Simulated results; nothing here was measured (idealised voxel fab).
Process module in this document: voxel self aligned contacts
Pictured: cross-section cut, 285 nm wide, on a grid of 5 nm square cells.
The cross-sections in this document take the form of a grid made of square cells. They are written out as bands, in order from top to bottom. Each band consists of one or more rows of cells. What a band's entry tells you: where the top is and where the bottom is, as heights in nm, and after that what lies inside, material by material from left to right, each with its width in nm. Empty space is written as the word "blank", and a single material marked with the word "all across" occupies the band from edge to edge. Beneath 0, the wafer as received is one material, and that level is where height counting begins. The lowest band goes on downward without a bottom; it is written like "top 0, no bottom". The two numbers in a width such as "30->40" mark its ends across the band: the first belongs to the top row of cells, the second to the bottom row, and from each row to the next the width moves by the same amount. "nothing got changed" for a step: no cell of the cross-section changed in that step. "Closed internal cavities" contains a list of empty spaces, each no smaller than 8 cells and without an open way to the top, written in the form width x height at distance with the distance from the left edge and all three in nm. If you see something after the settings on a step's line, that's the simulator's own remark about that step. The line of a step may include "overlay nm". On a step with a mask, this value is how far to the right of its planned place the mask lay. A negative value means the mask lay to the left.

Planned step list for the process:
step 1: RECEIVE (material Si)
step 2: OXIDIZE (depth nm 5)
step 3: DIRECTIONAL_DEP (material polySi; thk nm 30)
step 4: DIRECTIONAL_DEP (material SiN; thk nm 20)
step 5: MASKED_ETCH (tone cover; mask id GATE; width nm 25; pitch nm 60; etch materials SiN; depth nm 20; overlay nm 0)
step 6: MASKED_ETCH (tone cover; mask id GATE; width nm 25; pitch nm 60; etch materials polySi; depth nm 30; overlay nm 0)
step 7: CONFORMAL_DEP (material SiN; thk nm 5)
step 8: DIRECTIONAL_ETCH (etch materials SiN; depth nm 5)
step 9: FILL_DEP (material SiO2; thk nm 15)
step 10: CMP (height nm 60)
step 11: DIRECTIONAL_DEP (material aC; thk nm 10)
step 12: PATTERN (tone open; mask id CONTACT; material resist; width nm 45; thk nm 30; overlay nm 0)
step 13: DIRECTIONAL_ETCH (etch materials aC; depth nm 10)
step 14: STRIP (etch materials resist)
step 15: DIRECTIONAL_ETCH (etch materials SiO2; depth nm 65)
step 16: STRIP (etch materials aC)
step 17: CONFORMAL_DEP (material TiN; thk nm 5)
step 18: FILL_DEP (material W; thk nm 10)
step 19: CMP (height nm 60)
step 20: CONFORMAL_DEP (material SiCN; thk nm 5)

So this is the incoming wafer in cross-section - it's already been through step 1:
  top 0, no bottom: Si all across
  Closed internal cavities: none

Same starting wafer, same plan as above, one mistake in the execution; this is the cross-section at the end of the module:
  top 65, bottom 60: SiCN all across
  top 60, bottom 50: 115 nm SiO2 / 5->20 nm TiN / 45->15 nm W / 5->20 nm TiN / 115 nm SiO2
  top 50, bottom 30: 95 nm SiO2 / 35 nm SiN / 5 nm TiN / 15 nm W / 5 nm TiN / 35 nm SiN / 95 nm SiO2
  top 30, bottom 0: 95 nm SiO2 / 5 nm SiN / 25 nm polySi / 5 nm SiN / 5 nm TiN / 15 nm W / 5 nm TiN / 5 nm SiN / 25 nm polySi / 5 nm SiN / 95 nm SiO2
  top 0, bottom -5: 130 nm SiO2 / 25 nm TiN / 130 nm SiO2
  top -5, no bottom: Si all across
  Closed internal cavities: none
what went wrong: step 12 was not run as planned; what actually ran was PATTERN (tone open; mask id CONTACT; material resist; width nm 55; thk nm 30; overlay nm 0)
